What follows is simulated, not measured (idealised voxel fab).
Process module, titled voxel spacer lines
Cross-sectional view cut (width: 280 nm; square cell size: 5 nm).
Heads up, the way a cross-section reads in here is a grid of square cells, handed over as bands from the top down, with every band being one or more rows of cells.
Quick guide to a band line: top height, bottom height (nm) up front; then every material left to right with its width in nm. Only one material and it's marked "everywhere"? Then it fills the band edge to edge. And "blank" just means empty space.
Zero point of the height axis is 0; under it, received wafer = one material. Lowest band: continues down indefinitely, "0 down".
A two-number width, for instance "30..40", indicates that the width is equal to the first number in the top row of the band and to the second number in the bottom row, and that it changes by a constant amount per row of cells.
Basically "left unchanged" means that step didn't change any cell in the cross-section.
Any empty space of 8 cells or more lacking an open way to the top shows up in "Enclosed void catalog" as width x height at distance, distance from the left edge, in nm.
It should be noted that, on the line of a given step, the content following the step's settings is a remark produced by the simulator itself with respect to that step.
"overlay nm" denotes, for a step that has a mask, the displacement of the mask to the right of its planned place, with negative values corresponding to the left.
### The following list gives the planned process steps
step 1: RECEIVE, material Si
step 2: CONFORMAL_DEP, material Al2O3, thk nm 10
step 3: DIRECTIONAL_DEP, material SiN, thk nm 10
step 4: DIRECTIONAL_DEP, material aC, thk nm 20
step 5: PATTERN, tone cover, mask id MANDREL, material resist, width nm 25, pitch nm 70, thk nm 30, overlay nm 0
step 6: DIRECTIONAL_ETCH, etch materials aC, depth nm 20
step 7: STRIP, etch materials resist
step 8: CONFORMAL_DEP, material SiO2, thk nm 10
step 9: DIRECTIONAL_ETCH, etch materials SiO2, depth nm 10
step 10: STRIP, etch materials aC
step 11: DIRECTIONAL_ETCH, etch materials SiN, depth nm 10
step 12: STRIP, etch materials SiO2
### Cross-section of the wafer at receipt, which is the condition after step 1
  0 down | Si everywhere
  Enclosed void catalog: none
### Final cross-section, module run with one mistake (start and plan as above)
  40 to 20 | Al2O3 everywhere
  20 to 10 | SiN everywhere
  10 to 0 | Al2O3 everywhere
  0 down | Si everywhere
  Enclosed void catalog: none
what went wrong: note that step 4 departed from the planned setting and was carried out as DIRECTIONAL_DEP, material Al2O3, thk nm 20
